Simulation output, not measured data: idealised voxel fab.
Process module name: voxel capacitor over wiring
205 nm wide, 5 nm square cells: that's cross-section cut.
Each cross-section below is a grid of square cells, stated as bands in top-down order, with one or more rows of cells making up each band. Basically the band line says how high the top is and how high the bottom is, in nm, and then what's in it from left to right, every material with its width in nm. Empty space shows up as "empty", and if a single material carries "throughout" it runs the full band edge to edge. Counting heights begins at 0, where everything beneath is, in the wafer as received, one material. The lowest band has no bottom; it goes on downwards, as "0 down" shows. A width such as "30..40" changes by the same amount from each row of cells to the next, from the band's top row to its bottom row. No cell of the cross-section changed in a step that is given as "remained the same". If an empty space has no open way to the top and is at least 8 cells in size, "Enclosed void entries" lists it, written width x height at distance, where distance is measured from the left edge and every value is in nm. If you see something after the settings on a step's line, that's the simulator's own remark about that step. overlay nm: on a step with a mask, how far right of its planned place the mask lay; negative means left. Guide to the pairs. Each holds a before and an after cross-section around one process step; the after cross-section is cut off at the lowest band that changed. Look under the pair for the step between them and its settings. Pairs can come from different runs of this module on the same starting wafer, so a pair follows on from the one above it only where its entry headed "Incoming profile" says it does.

Incoming profile:
* 105 to 85  empty 45 nm  resist 85 nm  empty 75 nm
* 85 to 80  empty 45 nm  resist 5 nm  TiN 25 nm  resist 55 nm  empty 75 nm
* 80 to 75  empty 45 nm  resist 5 nm  Al2O3 25 nm  resist 55 nm  empty 75 nm
* 75 to 70  empty 40 nm  TiN 85 nm  resist 5 nm  empty 75 nm
* 70 to 65  empty 40 nm  TiN 35 nm  Al2O3 50 nm  resist 5 nm  empty 75 nm
* 65 to 55  TiN 40 nm  Ru 35 nm  TiN 130 nm
* 55 to 40  lowk 50 nm  Ru 15 nm  lowk 140 nm
* 40 to 35  SiCN 50 nm  Ru 15 nm  SiCN 140 nm
* 35 to 30  SiCN 35 nm  Ru 35 nm  SiCN 60 nm  Ru 35 nm  SiCN 40 nm
* 30 to 15  lowk 40 nm  TiN 5 nm  Cu 15 nm  TiN 5 nm  lowk 70 nm  TiN 5 nm  Cu 15 nm  TiN 5 nm  lowk 45 nm
* 15 to 10  SiCN 40 nm  TiN 25 nm  SiCN 70 nm  TiN 25 nm  SiCN 45 nm
* 10 to 0  SiO2 throughout
* 0 down  Si throughout
* Enclosed void entries: none

Post-Step Geometry:
* 105 to 85  empty 45 nm  resist 85 nm  empty 75 nm
* 85 to 80  empty 45 nm  resist 5 nm  TiN 25 nm  resist 55 nm  empty 75 nm
* 80 to 75  empty 45 nm  resist 5 nm  Al2O3 25 nm  resist 55 nm  empty 75 nm
* 75 to 70  empty 45 nm  TiN 80 nm  resist 5 nm  empty 75 nm
* 70 to 65  empty 45 nm  TiN 30 nm  Al2O3 50 nm  resist 5 nm  empty 75 nm
* 65 to 55  empty 40 nm  Ru 35 nm  TiN 55 nm  empty 75 nm
* Beneath the level 55, the cross-section is identical to its previous state.
* Enclosed void entries: none
Can you name the step between the two cross-sections above? It is DIRECTIONAL_ETCH,etch materials TiN,depth nm 10

Incoming profile: The initial state for this step is given by the after cross-section of the immediately preceding pair.

Post-Step Geometry:
* 85 to 80  empty 50 nm  TiN 25 nm  empty 130 nm
* 80 to 75  empty 50 nm  Al2O3 25 nm  empty 130 nm
* 75 to 70  empty 45 nm  TiN 80 nm  empty 80 nm
* 70 to 65  empty 45 nm  TiN 30 nm  Al2O3 50 nm  empty 80 nm
* Beneath the level 65, the cross-section is identical to its previous state.
* Enclosed void entries: none
Can you name the step between the two cross-sections above? It is STRIP,etch materials resist

Incoming profile: The initial state for this step is given by the after cross-section of the immediately preceding pair.

Post-Step Geometry:
* 105 to 85  SiO2 throughout
* 85 to 80  SiO2 50 nm  TiN 25 nm  SiO2 130 nm
* 80 to 75  SiO2 50 nm  Al2O3 25 nm  SiO2 130 nm
* 75 to 70  SiO2 45 nm  TiN 80 nm  SiO2 80 nm
* 70 to 65  SiO2 45 nm  TiN 30 nm  Al2O3 50 nm  SiO2 80 nm
* 65 to 55  SiO2 40 nm  Ru 35 nm  TiN 55 nm  SiO2 75 nm
* Beneath the level 55, the cross-section is identical to its previous state.
* Enclosed void entries: none
Can you name the step between the two cross-sections above? It is FILL_DEP,material SiO2,thk nm 20

Incoming profile: The initial state for this step is given by the after cross-section of the immediately preceding pair.

Post-Step Geometry:
* 90 to 85  SiO2 throughout
* Beneath the level 85, the cross-section is identical to its previous state.
* Enclosed void entries: none
Can you name the step between the two cross-sections above? It is CMP,height nm 90

Incoming profile: The initial state for this step is given by the after cross-section of the immediately preceding pair.

Post-Step Geometry:
* 100 to 90  aC throughout
* Beneath the level 90, the cross-section is identical to its previous state.
* Enclosed void entries: none
Can you name the step between the two cross-sections above? It is DIRECTIONAL_DEP,material aC,thk nm 10

Incoming profile: The initial state for this step is given by the after cross-section of the immediately preceding pair.

Post-Step Geometry:
* 130 to 100  resist 60 nm  empty 15 nm  resist 130 nm
* Beneath the level 100, the cross-section is identical to its previous state.
* Enclosed void entries: none
Can you name the step between the two cross-sections above? It is PATTERN,tone open,mask id PLUG_2,material resist,width nm 15,thk nm 30,overlay nm 0

Incoming profile: The initial state for this step is given by the after cross-section of the immediately preceding pair.

Post-Step Geometry:
* 120 to 100  resist 60 nm  empty 15 nm  resist 130 nm
* 100 to 90  aC 60 nm  empty 15 nm  aC 130 nm
* Beneath the level 90, the cross-section is identical to its previous state.
* Enclosed void entries: none
Can you name the step between the two cross-sections above? It is DIRECTIONAL_ETCH,etch materials aC,depth nm 10

Incoming profile: The initial state for this step is given by the after cross-section of the immediately preceding pair.

Post-Step Geometry:
* 100 to 90  aC 60 nm  empty 15 nm  aC 130 nm
* Beneath the level 90, the cross-section is identical to its previous state.
* Enclosed void entries: none
Can you name the step between the two cross-sections above? It is STRIP,etch materials resist

Incoming profile: The initial state for this step is given by the after cross-section of the immediately preceding pair.

Post-Step Geometry:
* 100 to 90  aC 60 nm  empty 15 nm  aC 130 nm
* 90 to 85  SiO2 60 nm  empty 15 nm  SiO2 130 nm
* Beneath the level 85, the cross-section is identical to its previous state.
* Enclosed void entries: none
Can you name the step between the two cross-sections above? It is DIRECTIONAL_ETCH,etch materials SiO2,depth nm 15

Incoming profile: The initial state for this step is given by the after cross-section of the immediately preceding pair.

Post-Step Geometry:
* 90 to 85  SiO2 60 nm  empty 15 nm  SiO2 130 nm
* Beneath the level 85, the cross-section is identical to its previous state.
* Enclosed void entries: none
Can you name the step between the two cross-sections above? It is STRIP,etch materials aC

Incoming profile: The initial state for this step is given by the after cross-section of the immediately preceding pair.

Post-Step Geometry:
* 95 to 90  TiN 65 nm  empty 5 nm  TiN 135 nm
* 90 to 80  SiO2 60..50 nm  TiN 15..25 nm  SiO2 130 nm
* Beneath the level 80, the cross-section is identical to its previous state.
* Enclosed void entries: none
Can you name the step between the two cross-sections above? It is CONFORMAL_DEP,material TiN,thk nm 5

Incoming profile: The initial state for this step is given by the after cross-section of the immediately preceding pair.

Post-Step Geometry:
* 100 to 95  Ru throughout
* 95 to 90  TiN 65 nm  Ru 5 nm  TiN 135 nm
* Beneath the level 90, the cross-section is identical to its previous state.
* Enclosed void entries: none
Can you name the step between the two cross-sections above? It is FILL_DEP,material Ru,thk nm 5

Incoming profile: The initial state for this step is given by the after cross-section of the immediately preceding pair.

Post-Step Geometry:
* 90 to 80  SiO2 60..50 nm  TiN 15..25 nm  SiO2 130 nm
* Beneath the level 80, the cross-section is identical to its previous state.
* Enclosed void entries: none
Can you name the step between the two cross-sections above? It is CMP,height nm 90

Incoming profile: The initial state for this step is given by the after cross-section of the immediately preceding pair.

Post-Step Geometry:
* 95 to 90  SiN throughout
* Beneath the level 90, the cross-section is identical to its previous state.
* Enclosed void entries: none
Can you name the step between the two cross-sections above? It is CONFORMAL_DEP,material SiN,thk nm 5

Incoming profile:
* 10 to 0  SiO2 throughout
* 0 down  Si throughout
* Enclosed void entries: none

Post-Step Geometry:
* 25 to 10  lowk throughout
* Beneath the level 10, the cross-section is identical to its previous state.
* Enclosed void entries: none
Can you name the step between the two cross-sections above? It is DIRECTIONAL_DEP,material lowk,thk nm 15

Incoming profile: The initial state for this step is given by the after cross-section of the immediately preceding pair.

Post-Step Geometry:
* 30 to 25  SiCN throughout
* Beneath the level 25, the cross-section is identical to its previous state.
* Enclosed void entries: none
Can you name the step between the two cross-sections above? It is CONFORMAL_DEP,material SiCN,thk nm 5

Incoming profile: The initial state for this step is given by the after cross-section of the immediately preceding pair.

Post-Step Geometry:
* 45 to 30  resist 40 nm  empty 25 nm  resist 70 nm  empty 25 nm  resist 45 nm
* Beneath the level 30, the cross-section is identical to its previous state.
* Enclosed void entries: none
Can you name the step between the two cross-sections above? It is PATTERN,tone open,mask id METAL_1,material resist,width nm 25,pitch nm 95,thk nm 15,overlay nm 0

Incoming profile: The initial state for this step is given by the after cross-section of the immediately preceding pair.

Post-Step Geometry:
* 45 to 30  resist 40 nm  empty 25 nm  resist 70 nm  empty 25 nm  resist 45 nm
* 30 to 25  SiCN 40 nm  empty 25 nm  SiCN 70 nm  empty 25 nm  SiCN 45 nm
* Beneath the level 25, the cross-section is identical to its previous state.
* Enclosed void entries: none
Can you name the step between the two cross-sections above? It is DIRECTIONAL_ETCH,etch materials SiCN,depth nm 5

Incoming profile: The initial state for this step is given by the after cross-section of the immediately preceding pair.

Post-Step Geometry:
* 30 to 25  SiCN 40 nm  empty 25 nm  SiCN 70 nm  empty 25 nm  SiCN 45 nm
* Beneath the level 25, the cross-section is identical to its previous state.
* Enclosed void entries: none
Can you name the step between the two cross-sections above? It is STRIP,etch materials resist

Incoming profile: The initial state for this step is given by the after cross-section of the immediately preceding pair.

Post-Step Geometry:
* 35 to 30  TiN 45 nm  empty 15 nm  TiN 80 nm  empty 15 nm  TiN 50 nm
* 30 to 25  SiCN 40 nm  TiN 25 nm  SiCN 70 nm  TiN 25 nm  SiCN 45 nm
* Beneath the level 25, the cross-section is identical to its previous state.
* Enclosed void entries: none
Can you name the step between the two cross-sections above? It is CONFORMAL_DEP,material TiN,thk nm 5

Incoming profile: The initial state for this step is given by the after cross-section of the immediately preceding pair.

Post-Step Geometry:
* 40 to 35  Cu throughout
* 35 to 30  TiN 45 nm  Cu 15 nm  TiN 80 nm  Cu 15 nm  TiN 50 nm
* Beneath the level 30, the cross-section is identical to its previous state.
* Enclosed void entries: none
Can you name the step between the two cross-sections above? It is FILL_DEP,material Cu,thk nm 5

Incoming profile: The initial state for this step is given by the after cross-section of the immediately preceding pair.

Post-Step Geometry:
* 30 to 25  SiCN 40 nm  TiN 25 nm  SiCN 70 nm  TiN 25 nm  SiCN 45 nm
* Beneath the level 25, the cross-section is identical to its previous state.
* Enclosed void entries: none
Can you name the step between the two cross-sections above? It is CMP,height nm 30

Incoming profile: The initial state for this step is given by the after cross-section of the immediately preceding pair.

Post-Step Geometry:
* 35 to 30  empty 35 nm  Ru 35 nm  empty 60 nm  Ru 35 nm  empty 40 nm
* Beneath the level 30, the cross-section is identical to its previous state.
* Enclosed void entries: none
Can you name the step between the two cross-sections above? It is EPI,material Ru,thk nm 5

Incoming profile: The initial state for this step is given by the after cross-section of the immediately preceding pair.

Post-Step Geometry:
* 40 to 35  SiCN throughout
* 35 to 30  SiCN 35 nm  Ru 35 nm  SiCN 60 nm  Ru 35 nm  SiCN 40 nm
* Beneath the level 30, the cross-section is identical to its previous state.
* Enclosed void entries: none
Can you name the step between the two cross-sections above? It is FILL_DEP,material SiCN,thk nm 5

Incoming profile: The initial state for this step is given by the after cross-section of the immediately preceding pair.

Post-Step Geometry:
* 55 to 40  lowk throughout
* Beneath the level 40, the cross-section is identical to its previous state.
* Enclosed void entries: none
Can you name the step between the two cross-sections above? It is DIRECTIONAL_DEP,material lowk,thk nm 15

Incoming profile: The initial state for this step is given by the after cross-section of the immediately preceding pair.

Post-Step Geometry:
* 70 to 55  aC throughout
* Beneath the level 55, the cross-section is identical to its previous state.
* Enclosed void entries: none
Can you name the step between the two cross-sections above? It is DIRECTIONAL_DEP,material aC,thk nm 15

Incoming profile: The initial state for this step is given by the after cross-section of the immediately preceding pair.

Post-Step Geometry:
* 105 to 70  resist 50 nm  empty 15 nm  resist 140 nm
* Beneath the level 70, the cross-section is identical to its previous state.
* Enclosed void entries: none
Can you name the step between the two cross-sections above? It is PATTERN,tone open,mask id PLUG_1,material resist,width nm 15,thk nm 35,overlay nm 0

Incoming profile: The initial state for this step is given by the after cross-section of the immediately preceding pair.

Post-Step Geometry:
* 90 to 70  resist 50 nm  empty 15 nm  resist 140 nm
* 70 to 55  aC 50 nm  empty 15 nm  aC 140 nm
* Beneath the level 55, the cross-section is identical to its previous state.
* Enclosed void entries: none
Can you name the step between the two cross-sections above? It is DIRECTIONAL_ETCH,etch materials aC,depth nm 15

Incoming profile: The initial state for this step is given by the after cross-section of the immediately preceding pair.

Post-Step Geometry:
* 70 to 55  aC 50 nm  empty 15 nm  aC 140 nm
* Beneath the level 55, the cross-section is identical to its previous state.
* Enclosed void entries: none
Can you name the step between the two cross-sections above? It is STRIP,etch materials resist

Incoming profile: The initial state for this step is given by the after cross-section of the immediately preceding pair.

Post-Step Geometry:
* 70 to 55  aC 50 nm  empty 15 nm  aC 140 nm
* 55 to 40  lowk 50 nm  empty 15 nm  lowk 140 nm
* Beneath the level 40, the cross-section is identical to its previous state.
* Enclosed void entries: none
Can you name the step between the two cross-sections above? It is DIRECTIONAL_ETCH,etch materials lowk,depth nm 15

Incoming profile: The initial state for this step is given by the after cross-section of the immediately preceding pair.

Post-Step Geometry:
* 70 to 55  aC 50 nm  empty 15 nm  aC 140 nm
* 55 to 40  lowk 50 nm  empty 15 nm  lowk 140 nm
* 40 to 35  SiCN 50 nm  empty 15 nm  SiCN 140 nm
* Beneath the level 35, the cross-section is identical to its previous state.
* Enclosed void entries: none
Can you name the step between the two cross-sections above? It is DIRECTIONAL_ETCH,etch materials SiCN,depth nm 5

Incoming profile: The initial state for this step is given by the after cross-section of the immediately preceding pair.

Post-Step Geometry:
* 55 to 40  lowk 50 nm  empty 15 nm  lowk 140 nm
* Beneath the level 40, the cross-section is identical to its previous state.
* Enclosed void entries: none
Can you name the step between the two cross-sections above? It is STRIP,etch materials aC

Incoming profile: The initial state for this step is given by the after cross-section of the immediately preceding pair.

Post-Step Geometry:
* 55 to 45  lowk 50 nm  empty 15 nm  lowk 140 nm
* 45 to 40  lowk 50 nm  Ru 15 nm  lowk 140 nm
* 40 to 35  SiCN 50 nm  Ru 15 nm  SiCN 140 nm
* Beneath the level 35, the cross-section is identical to its previous state.
* Enclosed void entries: none
Can you name the step between the two cross-sections above? It is EPI,material Ru,thk nm 10

Incoming profile: The initial state for this step is given by the after cross-section of the immediately preceding pair.

Post-Step Geometry:
* 55 to 40  lowk 50 nm  Ru 15 nm  lowk 140 nm
* Beneath the level 40, the cross-section is identical to its previous state.
* Enclosed void entries: none
Can you name the step between the two cross-sections above? It is EPI,material Ru,thk nm 10

Incoming profile: The initial state for this step is given by the after cross-section of the immediately preceding pair.

Post-Step Geometry:
* 65 to 55  TiN throughout
* Beneath the level 55, the cross-section is identical to its previous state.
* Enclosed void entries: none
Can you name the step between the two cross-sections above? It is DIRECTIONAL_DEP,material TiN,thk nm 10

Incoming profile: The initial state for this step is given by the after cross-section of the immediately preceding pair.

Post-Step Geometry:
* 70 to 65  Al2O3 throughout
* Beneath the level 65, the cross-section is identical to its previous state.
* Enclosed void entries: none
Can you name the step between the two cross-sections above? It is DIRECTIONAL_DEP,material Al2O3,thk nm 5

Incoming profile: The initial state for this step is given by the after cross-section of the immediately preceding pair.

Post-Step Geometry:
* 75 to 70  TiN throughout
* Beneath the level 70, the cross-section is identical to its previous state.
* Enclosed void entries: none
Can you name the step between the two cross-sections above? It is DIRECTIONAL_DEP,material TiN,thk nm 5

Incoming profile: The initial state for this step is given by the after cross-section of the immediately preceding pair.

Post-Step Geometry:
* 75 to 70  empty 50 nm  TiN 75 nm  empty 80 nm
* Beneath the level 70, the cross-section is identical to its previous state.
* Enclosed void entries: none
Can you name the step between the two cross-sections above? It is MASKED_ETCH,tone cover,mask id UPPER_PLATE,width nm 75,etch materials TiN,depth nm 5,overlay nm 0

Incoming profile: The initial state for this step is given by the after cross-section of the immediately preceding pair.

Post-Step Geometry:
* 75 to 70  empty 50 nm  TiN 75 nm  empty 80 nm
* 70 to 65  empty 50 nm  Al2O3 75 nm  empty 80 nm
* Beneath the level 65, the cross-section is identical to its previous state.
* Enclosed void entries: none
Can you name the step between the two cross-sections above? It is MASKED_ETCH,tone cover,mask id UPPER_PLATE,width nm 75,etch materials Al2O3,depth nm 5,overlay nm 0

Incoming profile: The initial state for this step is given by the after cross-section of the immediately preceding pair.

Post-Step Geometry:
* 95 to 75  empty 45 nm  resist 85 nm  empty 75 nm
* 75 to 70  empty 45 nm  resist 5 nm  TiN 75 nm  resist 5 nm  empty 75 nm
* 70 to 65  empty 45 nm  resist 5 nm  Al2O3 75 nm  resist 5 nm  empty 75 nm
* Beneath the level 65, the cross-section is identical to its previous state.
* Enclosed void entries: none
Can you name the step between the two cross-sections above? It is PATTERN,tone cover,mask id LOWER_PLATE,material resist,width nm 85,thk nm 20,overlay nm 0

Incoming profile: The initial state for this step is given by the after cross-section of the immediately preceding pair.

Post-Step Geometry:
* 95 to 75  empty 45 nm  resist 85 nm  empty 75 nm
* 75 to 70  empty 45 nm  resist 5 nm  TiN 75 nm  resist 5 nm  empty 75 nm
* 70 to 65  empty 45 nm  resist 5 nm  Al2O3 75 nm  resist 5 nm  empty 75 nm
* 65 to 55  empty 45 nm  TiN 85 nm  empty 75 nm
* Beneath the level 55, the cross-section is identical to its previous state.
* Enclosed void entries: none
Can you name the step between the two cross-sections above? It is DIRECTIONAL_ETCH,etch materials TiN,depth nm 10

Incoming profile: The initial state for this step is given by the after cross-section of the immediately preceding pair.

Post-Step Geometry:
* 75 to 70  empty 50 nm  TiN 75 nm  empty 80 nm
* 70 to 65  empty 50 nm  Al2O3 75 nm  empty 80 nm
* Beneath the level 65, the cross-section is identical to its previous state.
* Enclosed void entries: none
Can you name the step between the two cross-sections above? It is STRIP,etch materials resist

Incoming profile: The initial state for this step is given by the after cross-section of the immediately preceding pair.

Post-Step Geometry:
* 95 to 75  SiO2 throughout
* 75 to 70  SiO2 50 nm  TiN 75 nm  SiO2 80 nm
* 70 to 65  SiO2 50 nm  Al2O3 75 nm  SiO2 80 nm
* 65 to 55  SiO2 45 nm  TiN 85 nm  SiO2 75 nm
* Beneath the level 55, the cross-section is identical to its previous state.
* Enclosed void entries: none
Can you name the step between the two cross-sections above? It is FILL_DEP,material SiO2,thk nm 20

Incoming profile: The initial state for this step is given by the after cross-section of the immediately preceding pair.

Post-Step Geometry:
* 90 to 75  SiO2 throughout
* Beneath the level 75, the cross-section is identical to its previous state.
* Enclosed void entries: none
Can you name the step between the two cross-sections above? It is CMP,height nm 90

Incoming profile: The initial state for this step is given by the after cross-section of the immediately preceding pair.

Post-Step Geometry:
* 100 to 90  aC throughout
* Beneath the level 90, the cross-section is identical to its previous state.
* Enclosed void entries: none
Can you name the step between the two cross-sections above? It is DIRECTIONAL_DEP,material aC,thk nm 10

Incoming profile: The initial state for this step is given by the after cross-section of the immediately preceding pair.

Post-Step Geometry:
* 130 to 100  resist 60 nm  empty 15 nm  resist 130 nm
* Beneath the level 100, the cross-section is identical to its previous state.
* Enclosed void entries: none
Can you name the step between the two cross-sections above? It is PATTERN,tone open,mask id PLUG_2,material resist,width nm 15,thk nm 30,overlay nm 0

Incoming profile: The initial state for this step is given by the after cross-section of the immediately preceding pair.

Post-Step Geometry:
* 120 to 100  resist 60 nm  empty 15 nm  resist 130 nm
* 100 to 90  aC 60 nm  empty 15 nm  aC 130 nm
* Beneath the level 90, the cross-section is identical to its previous state.
* Enclosed void entries: none
Can you name the step between the two cross-sections above? It is DIRECTIONAL_ETCH,etch materials aC,depth nm 10

Incoming profile: The initial state for this step is given by the after cross-section of the immediately preceding pair.

Post-Step Geometry:
* 100 to 90  aC 60 nm  empty 15 nm  aC 130 nm
* Beneath the level 90, the cross-section is identical to its previous state.
* Enclosed void entries: none
Can you name the step between the two cross-sections above? It is STRIP,etch materials resist

Incoming profile: The initial state for this step is given by the after cross-section of the immediately preceding pair.

Post-Step Geometry:
* 100 to 90  aC 60 nm  empty 15 nm  aC 130 nm
* 90 to 75  SiO2 60 nm  empty 15 nm  SiO2 130 nm
* Beneath the level 75, the cross-section is identical to its previous state.
* Enclosed void entries: none
Can you name the step between the two cross-sections above? It is DIRECTIONAL_ETCH,etch materials SiO2,depth nm 15

Incoming profile: The initial state for this step is given by the after cross-section of the immediately preceding pair.

Post-Step Geometry:
* 90 to 75  SiO2 60 nm  empty 15 nm  SiO2 130 nm
* Beneath the level 75, the cross-section is identical to its previous state.
* Enclosed void entries: none
Can you name the step between the two cross-sections above? It is STRIP,etch materials aC

Incoming profile: The initial state for this step is given by the after cross-section of the immediately preceding pair.

Post-Step Geometry:
* 95 to 90  TiN 65 nm  empty 5 nm  TiN 135 nm
* 90 to 80  SiO2 60 nm  TiN 5 nm  empty 5 nm  TiN 5 nm  SiO2 130 nm
* 80 to 70  SiO2 60..50 nm  TiN 15..75 nm  SiO2 130..80 nm
* Beneath the level 70, the cross-section is identical to its previous state.
* Enclosed void entries: none
Can you name the step between the two cross-sections above? It is CONFORMAL_DEP,material TiN,thk nm 5

Incoming profile: The initial state for this step is given by the after cross-section of the immediately preceding pair.

Post-Step Geometry:
* 100 to 95  Ru throughout
* 95 to 90  TiN 65 nm  Ru 5 nm  TiN 135 nm
* 90 to 80  SiO2 60 nm  TiN 5 nm  Ru 5 nm  TiN 5 nm  SiO2 130 nm
* Beneath the level 80, the cross-section is identical to its previous state.
* Enclosed void entries: none
Can you name the step between the two cross-sections above? It is FILL_DEP,material Ru,thk nm 5

Incoming profile: The initial state for this step is given by the after cross-section of the immediately preceding pair.

Post-Step Geometry:
* 90 to 80  SiO2 60 nm  TiN 5 nm  Ru 5 nm  TiN 5 nm  SiO2 130 nm
* Beneath the level 80, the cross-section is identical to its previous state.
* Enclosed void entries: none
Can you name the step between the two cross-sections above? It is CMP,height nm 90

Incoming profile: The initial state for this step is given by the after cross-section of the immediately preceding pair.

Post-Step Geometry:
* 95 to 90  SiN throughout
* Beneath the level 90, the cross-section is identical to its previous state.
* Enclosed void entries: none
Can you name the step between the two cross-sections above? It is CONFORMAL_DEP,material SiN,thk nm 5

Incoming profile:
* 55 to 40  lowk 50 nm  Ru 15 nm  lowk 140 nm
* 40 to 35  SiCN 50 nm  Ru 15 nm  SiCN 140 nm
* 35 to 30  SiCN 35 nm  Ru 35 nm  SiCN 60 nm  Ru 35 nm  SiCN 40 nm
* 30 to 15  lowk 40 nm  TiN 5 nm  Cu 15 nm  TiN 5 nm  lowk 70 nm  TiN 5 nm  Cu 15 nm  TiN 5 nm  lowk 45 nm
* 15 to 10  SiCN 40 nm  TiN 25 nm  SiCN 70 nm  TiN 25 nm  SiCN 45 nm
* 10 to 0  SiO2 throughout
* 0 down  Si throughout
* Enclosed void entries: none

Post-Step Geometry:
* 60 to 55  TiN throughout
* Beneath the level 55, the cross-section is identical to its previous state.
* Enclosed void entries: none
Can you name the step between the two cross-sections above? It is DIRECTIONAL_DEP,material TiN,thk nm 5

Incoming profile: The initial state for this step is given by the after cross-section of the immediately preceding pair.

Post-Step Geometry:
* 65 to 60  Al2O3 throughout
* Beneath the level 60, the cross-section is identical to its previous state.
* Enclosed void entries: none
Can you name the step between the two cross-sections above? It is DIRECTIONAL_DEP,material Al2O3,thk nm 5

Incoming profile: The initial state for this step is given by the after cross-section of the immediately preceding pair.

Post-Step Geometry:
* 70 to 65  TiN throughout
* Beneath the level 65, the cross-section is identical to its previous state.
* Enclosed void entries: none
Can you name the step between the two cross-sections above? It is DIRECTIONAL_DEP,material TiN,thk nm 5

Incoming profile: The initial state for this step is given by the after cross-section of the immediately preceding pair.

Post-Step Geometry:
* 70 to 65  empty 50 nm  TiN 75 nm  empty 80 nm
* Beneath the level 65, the cross-section is identical to its previous state.
* Enclosed void entries: none
Can you name the step between the two cross-sections above? It is MASKED_ETCH,tone cover,mask id UPPER_PLATE,width nm 75,etch materials TiN,depth nm 5,overlay nm 0

Incoming profile: The initial state for this step is given by the after cross-section of the immediately preceding pair.

Post-Step Geometry:
* 70 to 65  empty 50 nm  TiN 75 nm  empty 80 nm
* 65 to 60  empty 50 nm  Al2O3 75 nm  empty 80 nm
* Beneath the level 60, the cross-section is identical to its previous state.
* Enclosed void entries: none
Can you name the step between the two cross-sections above? It is MASKED_ETCH,tone cover,mask id UPPER_PLATE,width nm 75,etch materials Al2O3,depth nm 5,overlay nm 0

Incoming profile: The initial state for this step is given by the after cross-section of the immediately preceding pair.

Post-Step Geometry:
* 90 to 70  empty 45 nm  resist 85 nm  empty 75 nm
* 70 to 65  empty 45 nm  resist 5 nm  TiN 75 nm  resist 5 nm  empty 75 nm
* 65 to 60  empty 45 nm  resist 5 nm  Al2O3 75 nm  resist 5 nm  empty 75 nm
* Beneath the level 60, the cross-section is identical to its previous state.
* Enclosed void entries: none
Can you name the step between the two cross-sections above? It is PATTERN,tone cover,mask id LOWER_PLATE,material resist,width nm 85,thk nm 20,overlay nm 0

Incoming profile: The initial state for this step is given by the after cross-section of the immediately preceding pair.

Post-Step Geometry:
* 90 to 70  empty 45 nm  resist 85 nm  empty 75 nm
* 70 to 65  empty 45 nm  resist 5 nm  TiN 75 nm  resist 5 nm  empty 75 nm
* 65 to 60  empty 45 nm  resist 5 nm  Al2O3 75 nm  resist 5 nm  empty 75 nm
* 60 to 55  empty 45 nm  TiN 85 nm  empty 75 nm
* Beneath the level 55, the cross-section is identical to its previous state.
* Enclosed void entries: none
Can you name the step between the two cross-sections above? It is DIRECTIONAL_ETCH,etch materials TiN,depth nm 10

Incoming profile: The initial state for this step is given by the after cross-section of the immediately preceding pair.

Post-Step Geometry:
* 70 to 65  empty 50 nm  TiN 75 nm  empty 80 nm
* 65 to 60  empty 50 nm  Al2O3 75 nm  empty 80 nm
* Beneath the level 60, the cross-section is identical to its previous state.
* Enclosed void entries: none
Can you name the step between the two cross-sections above? It is STRIP,etch materials resist

Incoming profile: The initial state for this step is given by the after cross-section of the immediately preceding pair.

Post-Step Geometry:
* 90 to 70  SiO2 throughout
* 70 to 65  SiO2 50 nm  TiN 75 nm  SiO2 80 nm
* 65 to 60  SiO2 50 nm  Al2O3 75 nm  SiO2 80 nm
* 60 to 55  SiO2 45 nm  TiN 85 nm  SiO2 75 nm
* Beneath the level 55, the cross-section is identical to its previous state.
* Enclosed void entries: none
Can you name the step between the two cross-sections above? It is FILL_DEP,material SiO2,thk nm 20

Incoming profile: The initial state for this step is given by the after cross-section of the immediately preceding pair.

Post-Step Geometry:
* 100 to 90  aC throughout
* Beneath the level 90, the cross-section is identical to its previous state.
* Enclosed void entries: none
Can you name the step between the two cross-sections above? It is DIRECTIONAL_DEP,material aC,thk nm 10

Incoming profile: The initial state for this step is given by the after cross-section of the immediately preceding pair.

Post-Step Geometry:
* 130 to 100  resist 60 nm  empty 15 nm  resist 130 nm
* Beneath the level 100, the cross-section is identical to its previous state.
* Enclosed void entries: none
Can you name the step between the two cross-sections above? It is PATTERN,tone open,mask id PLUG_2,material resist,width nm 15,thk nm 30,overlay nm 0

Incoming profile: The initial state for this step is given by the after cross-section of the immediately preceding pair.

Post-Step Geometry:
* 120 to 100  resist 60 nm  empty 15 nm  resist 130 nm
* 100 to 90  aC 60 nm  empty 15 nm  aC 130 nm
* Beneath the level 90, the cross-section is identical to its previous state.
* Enclosed void entries: none
Can you name the step between the two cross-sections above? It is DIRECTIONAL_ETCH,etch materials aC,depth nm 10

Incoming profile: The initial state for this step is given by the after cross-section of the immediately preceding pair.

Post-Step Geometry:
* 100 to 90  aC 60 nm  empty 15 nm  aC 130 nm
* Beneath the level 90, the cross-section is identical to its previous state.
* Enclosed void entries: none
Can you name the step between the two cross-sections above? It is STRIP,etch materials resist

Incoming profile: The initial state for this step is given by the after cross-section of the immediately preceding pair.

Post-Step Geometry:
* 100 to 90  aC 60 nm  empty 15 nm  aC 130 nm
* 90 to 75  SiO2 60 nm  empty 15 nm  SiO2 130 nm
* Beneath the level 75, the cross-section is identical to its previous state.
* Enclosed void entries: none
Can you name the step between the two cross-sections above? It is DIRECTIONAL_ETCH,etch materials SiO2,depth nm 15

Incoming profile: The initial state for this step is given by the after cross-section of the immediately preceding pair.

Post-Step Geometry:
* 90 to 75  SiO2 60 nm  empty 15 nm  SiO2 130 nm
* Beneath the level 75, the cross-section is identical to its previous state.
* Enclosed void entries: none
Can you name the step between the two cross-sections above? It is STRIP,etch materials aC

Incoming profile: The initial state for this step is given by the after cross-section of the immediately preceding pair.

Post-Step Geometry:
* 95 to 90  TiN 65 nm  empty 5 nm  TiN 135 nm
* 90 to 80  SiO2 60 nm  TiN 5 nm  empty 5 nm  TiN 5 nm  SiO2 130 nm
* 80 to 75  SiO2 60 nm  TiN 15 nm  SiO2 130 nm
* Beneath the level 75, the cross-section is identical to its previous state.
* Enclosed void entries: none
Can you name the step between the two cross-sections above? It is CONFORMAL_DEP,material TiN,thk nm 5

Incoming profile: The initial state for this step is given by the after cross-section of the immediately preceding pair.

Post-Step Geometry:
* 100 to 95  Ru throughout
* 95 to 90  TiN 65 nm  Ru 5 nm  TiN 135 nm
* 90 to 80  SiO2 60 nm  TiN 5 nm  Ru 5 nm  TiN 5 nm  SiO2 130 nm
* Beneath the level 80, the cross-section is identical to its previous state.
* Enclosed void entries: none
Can you name the step between the two cross-sections above? It is FILL_DEP,material Ru,thk nm 5

Incoming profile: The initial state for this step is given by the after cross-section of the immediately preceding pair.

Post-Step Geometry:
* 90 to 80  SiO2 60 nm  TiN 5 nm  Ru 5 nm  TiN 5 nm  SiO2 130 nm
* Beneath the level 80, the cross-section is identical to its previous state.
* Enclosed void entries: none
Can you name the step between the two cross-sections above? It is CMP,height nm 90

Incoming profile: The initial state for this step is given by the after cross-section of the immediately preceding pair.

Post-Step Geometry:
* 95 to 90  SiN throughout
* Beneath the level 90, the cross-section is identical to its previous state.
* Enclosed void entries: none
Can you name the step between the two cross-sections above? It is CONFORMAL_DEP,material SiN,thk nm 5
